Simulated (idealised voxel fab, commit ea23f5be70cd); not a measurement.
process module | voxel gate over fins
cross-section cut | 285 nm wide | cells 5 nm
A cross-section is a grid of square cells, given in bands from the top down. A band is one or more rows of cells.
Each band's line starts with the height of the band's top and of its bottom, in nm. Then come its materials from left to right, each with its width in nm. One material with "throughout" fills the band from edge to edge. "air" is empty space.
Height 0 is the level under which the wafer as received is all one material. The lowest band goes on downwards, as in "0 down".
A width such as "30 to 40" changes by the same amount from each row of cells to the next, from the band's top row to its bottom row.
"no change" after a step means that no cell of the cross-section changed.
closed voids: empty space of 8 cells or more with no open way to the top, each as width x height at its distance from the left edge, in nm
after a step's settings: what the simulator itself notes on the step
overlay nm, on a step with a mask: how far to the right of its planned place the mask lay; to the left if negative
plan
1 op RECEIVE | material Si
2 op CONFORMAL_DEP | material SiN | thk nm 5
3 op MASKED_ETCH | tone cover | mask id FINS | width nm 15 | pitch nm 60 | etch materials SiN | depth nm 5 | overlay nm 0
4 op MASKED_ETCH | tone cover | mask id FINS | width nm 15 | pitch nm 60 | etch materials Si | depth nm 35 | overlay nm 0
5 op OXIDIZE | depth nm 5
6 op FILL_DEP | material SiO2 | thk nm 5
7 op CMP | height nm 5
8 op PATTERN | tone open | mask id RAIL | material resist | width nm 15 | thk nm 20 | overlay nm 0
9 op DIRECTIONAL_ETCH | etch materials SiO2 | depth nm 35
10 op STRIP | etch materials resist
11 op CONFORMAL_DEP | material TiN | thk nm 5
12 op FILL_DEP | material W | thk nm 10
13 op CMP | height nm 5
14 op SELECTIVE_ETCH | etch materials W Ru TiN | depth nm 30
15 op FILL_DEP | material SiO2 | thk nm 5
16 op CMP | height nm 5
17 op SELECTIVE_ETCH | etch materials SiO2 | depth nm 20
18 op STRIP | etch materials SiN
19 op CONFORMAL_DEP | material HfO2 | thk nm 5
20 op CONFORMAL_DEP | material TiN | thk nm 5
21 op FILL_DEP | material W | thk nm 10
22 op CMP | height nm 15
23 op CONFORMAL_DEP | material SiN | thk nm 10
first wafer, as planned
as received, after step 1
  0 down: Si throughout
  closed voids: none
after step 2
  5 to 0: SiN throughout
  below 0: unchanged
after step 3
  5 to 0: air 45 | SiN 15 | air 45 | SiN 15 | air 45 | SiN 15 | air 45 | SiN 15 | air 45
  below 0: unchanged
after step 4
  5 to 0: air 45 | SiN 15 | air 45 | SiN 15 | air 45 | SiN 15 | air 45 | SiN 15 | air 45
  0 to -35: air 45 | Si 15 | air 45 | Si 15 | air 45 | Si 15 | air 45 | Si 15 | air 45
  below -35: unchanged
after step 5
  5 to 0: air 45 | SiN 15 | air 45 | SiN 15 | air 45 | SiN 15 | air 45 | SiN 15 | air 45
  0 to -35: air 45 | SiO2 5 | Si 5 | SiO2 5 | air 45 | SiO2 5 | Si 5 | SiO2 5 | air 45 | SiO2 5 | Si 5 | SiO2 5 | air 45 | SiO2 5 | Si 5 | SiO2 5 | air 45
  -35 to -40: SiO2 50 | Si 5 | SiO2 55 | Si 5 | SiO2 55 | Si 5 | SiO2 55 | Si 5 | SiO2 50
  below -40: unchanged
after step 6
  10 to 5: SiO2 throughout
  5 to 0: SiO2 45 | SiN 15 | SiO2 45 | SiN 15 | SiO2 45 | SiN 15 | SiO2 45 | SiN 15 | SiO2 45
  0 to -40: SiO2 50 | Si 5 | SiO2 55 | Si 5 | SiO2 55 | Si 5 | SiO2 55 | Si 5 | SiO2 50
  below -40: unchanged
after step 7
  5 to 0: SiO2 45 | SiN 15 | SiO2 45 | SiN 15 | SiO2 45 | SiN 15 | SiO2 45 | SiN 15 | SiO2 45
  below 0: unchanged
after step 8
  25 to 5: resist 75 | air 15 | resist 195
  below 5: unchanged
after step 9
  25 to 5: resist 75 | air 15 | resist 195
  5 to 0: SiO2 45 | SiN 15 | SiO2 15 | air 15 | SiO2 15 | SiN 15 | SiO2 45 | SiN 15 | SiO2 45 | SiN 15 | SiO2 45
  0 to -30: SiO2 50 | Si 5 | SiO2 20 | air 15 | SiO2 20 | Si 5 | SiO2 55 | Si 5 | SiO2 55 | Si 5 | SiO2 50
  below -30: unchanged
after step 10
  5 to 0: SiO2 45 | SiN 15 | SiO2 15 | air 15 | SiO2 15 | SiN 15 | SiO2 45 | SiN 15 | SiO2 45 | SiN 15 | SiO2 45
  below 0: unchanged
after step 11
  10 to 5: TiN 80 | air 5 | TiN 200
  5 to 0: SiO2 45 | SiN 15 | SiO2 15 | TiN 5 | air 5 | TiN 5 | SiO2 15 | SiN 15 | SiO2 45 | SiN 15 | SiO2 45 | SiN 15 | SiO2 45
  0 to -25: SiO2 50 | Si 5 | SiO2 20 | TiN 5 | air 5 | TiN 5 | SiO2 20 | Si 5 | SiO2 55 | Si 5 | SiO2 55 | Si 5 | SiO2 50
  -25 to -30: SiO2 50 | Si 5 | SiO2 20 | TiN 15 | SiO2 20 | Si 5 | SiO2 55 | Si 5 | SiO2 55 | Si 5 | SiO2 50
  below -30: unchanged
after step 12
  20 to 10: W throughout
  10 to 5: TiN 80 | W 5 | TiN 200
  5 to 0: SiO2 45 | SiN 15 | SiO2 15 | TiN 5 | W 5 | TiN 5 | SiO2 15 | SiN 15 | SiO2 45 | SiN 15 | SiO2 45 | SiN 15 | SiO2 45
  0 to -25: SiO2 50 | Si 5 | SiO2 20 | TiN 5 | W 5 | TiN 5 | SiO2 20 | Si 5 | SiO2 55 | Si 5 | SiO2 55 | Si 5 | SiO2 50
  below -25: unchanged
after step 13
  5 to 0: SiO2 45 | SiN 15 | SiO2 15 | TiN 5 | W 5 | TiN 5 | SiO2 15 | SiN 15 | SiO2 45 | SiN 15 | SiO2 45 | SiN 15 | SiO2 45
  below 0: unchanged
after step 14
  5 to 0: SiO2 45 | SiN 15 | SiO2 15 | air 15 | SiO2 15 | SiN 15 | SiO2 45 | SiN 15 | SiO2 45 | SiN 15 | SiO2 45
  0 to -25: SiO2 50 | Si 5 | SiO2 20 | air 15 | SiO2 20 | Si 5 | SiO2 55 | Si 5 | SiO2 55 | Si 5 | SiO2 50
  below -25: unchanged
after step 15
  10 to 5: SiO2 throughout
  5 to 0: SiO2 45 | SiN 15 | SiO2 45 | SiN 15 | SiO2 45 | SiN 15 | SiO2 45 | SiN 15 | SiO2 45
  0 to -25: SiO2 50 | Si 5 | SiO2 55 | Si 5 | SiO2 55 | Si 5 | SiO2 55 | Si 5 | SiO2 50
  below -25: unchanged
after step 16
  5 to 0: SiO2 45 | SiN 15 | SiO2 45 | SiN 15 | SiO2 45 | SiN 15 | SiO2 45 | SiN 15 | SiO2 45
  below 0: unchanged
after step 17
  5 to 0: air 45 | SiN 15 | air 45 | SiN 15 | air 45 | SiN 15 | air 45 | SiN 15 | air 45
  0 to -15: air 50 | Si 5 | air 55 | Si 5 | air 55 | Si 5 | air 55 | Si 5 | air 50
  below -15: unchanged
after step 18
  0 to -15: air 50 | Si 5 | air 55 | Si 5 | air 55 | Si 5 | air 55 | Si 5 | air 50
  below -15: unchanged
after step 19
  5 to 0: air 45 | HfO2 15 | air 45 | HfO2 15 | air 45 | HfO2 15 | air 45 | HfO2 15 | air 45
  0 to -10: air 45 | HfO2 5 | Si 5 | HfO2 5 | air 45 | HfO2 5 | Si 5 | HfO2 5 | air 45 | HfO2 5 | Si 5 | HfO2 5 | air 45 | HfO2 5 | Si 5 | HfO2 5 | air 45
  -10 to -15: HfO2 50 | Si 5 | HfO2 55 | Si 5 | HfO2 55 | Si 5 | HfO2 55 | Si 5 | HfO2 50
  below -15: unchanged
after step 20
  10 to 5: air 40 | TiN 25 | air 35 | TiN 25 | air 35 | TiN 25 | air 35 | TiN 25 | air 40
  5 to 0: air 40 | TiN 5 | HfO2 15 | TiN 5 | air 35 | TiN 5 | HfO2 15 | TiN 5 | air 35 | TiN 5 | HfO2 15 | TiN 5 | air 35 | TiN 5 | HfO2 15 | TiN 5 | air 40
  0 to -5: air 40 | TiN 5 | HfO2 5 | Si 5 | HfO2 5 | TiN 5 | air 35 | TiN 5 | HfO2 5 | Si 5 | HfO2 5 | TiN 5 | air 35 | TiN 5 | HfO2 5 | Si 5 | HfO2 5 | TiN 5 | air 35 | TiN 5 | HfO2 5 | Si 5 | HfO2 5 | TiN 5 | air 40
  -5 to -10: TiN 45 | HfO2 5 | Si 5 | HfO2 5 | TiN 45 | HfO2 5 | Si 5 | HfO2 5 | TiN 45 | HfO2 5 | Si 5 | HfO2 5 | TiN 45 | HfO2 5 | Si 5 | HfO2 5 | TiN 45
  below -10: unchanged
after step 21
  20 to 10: W throughout
  10 to 5: W 40 | TiN 25 | W 35 | TiN 25 | W 35 | TiN 25 | W 35 | TiN 25 | W 40
  5 to 0: W 40 | TiN 5 | HfO2 15 | TiN 5 | W 35 | TiN 5 | HfO2 15 | TiN 5 | W 35 | TiN 5 | HfO2 15 | TiN 5 | W 35 | TiN 5 | HfO2 15 | TiN 5 | W 40
  0 to -5: W 40 | TiN 5 | HfO2 5 | Si 5 | HfO2 5 | TiN 5 | W 35 | TiN 5 | HfO2 5 | Si 5 | HfO2 5 | TiN 5 | W 35 | TiN 5 | HfO2 5 | Si 5 | HfO2 5 | TiN 5 | W 35 | TiN 5 | HfO2 5 | Si 5 | HfO2 5 | TiN 5 | W 40
  below -5: unchanged
after step 22
  15 to 10: W throughout
  below 10: unchanged
after step 23
  25 to 15: SiN throughout
  below 15: unchanged
second wafer: like start, like plan, one mistake. Through step 2 it matches the first wafer
when step 3 should have ended
  5 to 0: SiN 45 | air 15 | SiN 45 | air 15 | SiN 45 | air 15 | SiN 45 | air 15 | SiN 45
  below 0: unchanged
when step 4 should have ended: no change
when step 5 should have ended
  5 to 0: SiN 45 | air 15 | SiN 45 | air 15 | SiN 45 | air 15 | SiN 45 | air 15 | SiN 45
  0 to -5: Si 40 | SiO2 25 | Si 35 | SiO2 25 | Si 35 | SiO2 25 | Si 35 | SiO2 25 | Si 40
  below -5: unchanged
when step 6 should have ended
  10 to 5: SiO2 throughout
  5 to 0: SiN 45 | SiO2 15 | SiN 45 | SiO2 15 | SiN 45 | SiO2 15 | SiN 45 | SiO2 15 | SiN 45
  below 0: unchanged
when step 7 should have ended
  5 to 0: SiN 45 | SiO2 15 | SiN 45 | SiO2 15 | SiN 45 | SiO2 15 | SiN 45 | SiO2 15 | SiN 45
  below 0: unchanged
when step 8 should have ended
  25 to 5: resist 75 | air 15 | resist 195
  below 5: unchanged
when step 9 should have ended: no change
when step 10 should have ended
  5 to 0: SiN 45 | SiO2 15 | SiN 45 | SiO2 15 | SiN 45 | SiO2 15 | SiN 45 | SiO2 15 | SiN 45
  below 0: unchanged
when step 11 should have ended
  10 to 5: TiN throughout
  below 5: unchanged
when step 12 should have ended
  20 to 10: W throughout
  below 10: unchanged
when step 13 should have ended
  5 to 0: SiN 45 | SiO2 15 | SiN 45 | SiO2 15 | SiN 45 | SiO2 15 | SiN 45 | SiO2 15 | SiN 45
  below 0: unchanged
when step 14 should have ended: no change
when step 15 should have ended
  10 to 5: SiO2 throughout
  below 5: unchanged
when step 16 should have ended
  5 to 0: SiN 45 | SiO2 15 | SiN 45 | SiO2 15 | SiN 45 | SiO2 15 | SiN 45 | SiO2 15 | SiN 45
  below 0: unchanged
when step 17 should have ended
  5 to 0: SiN 45 | air 15 | SiN 45 | air 15 | SiN 45 | air 15 | SiN 45 | air 15 | SiN 45
  0 to -5: Si 40 | air 25 | Si 35 | air 25 | Si 35 | air 25 | Si 35 | air 25 | Si 40
  below -5: unchanged
when step 18 should have ended
  0 to -5: Si 40 | air 25 | Si 35 | air 25 | Si 35 | air 25 | Si 35 | air 25 | Si 40
  below -5: unchanged
when step 19 should have ended
  5 to 0: HfO2 45 | air 15 | HfO2 45 | air 15 | HfO2 45 | air 15 | HfO2 45 | air 15 | HfO2 45
  0 to -5: Si 40 | HfO2 25 | Si 35 | HfO2 25 | Si 35 | HfO2 25 | Si 35 | HfO2 25 | Si 40
  below -5: unchanged
when step 20 should have ended
  10 to 5: TiN 50 | air 5 | TiN 55 | air 5 | TiN 55 | air 5 | TiN 55 | air 5 | TiN 50
  5 to 0: HfO2 45 | TiN 15 | HfO2 45 | TiN 15 | HfO2 45 | TiN 15 | HfO2 45 | TiN 15 | HfO2 45
  below 0: unchanged
when step 21 should have ended
  20 to 10: W throughout
  10 to 5: TiN 50 | W 5 | TiN 55 | W 5 | TiN 55 | W 5 | TiN 55 | W 5 | TiN 50
  below 5: unchanged
when step 22 should have ended
  15 to 10: W throughout
  below 10: unchanged
when step 23 should have ended
  25 to 15: SiN throughout
  below 15: unchanged
what went wrong: step 3 ran as: op MASKED_ETCH | tone open | mask id FINS | width nm 15 | pitch nm 60 | etch materials SiN | depth nm 5 | overlay nm 0
at the end the second wafer has, in cells: 16 fewer of HfO2 | 404 more of Si | 262 fewer of SiO2 | 19 fewer of TiN | 107 fewer of W
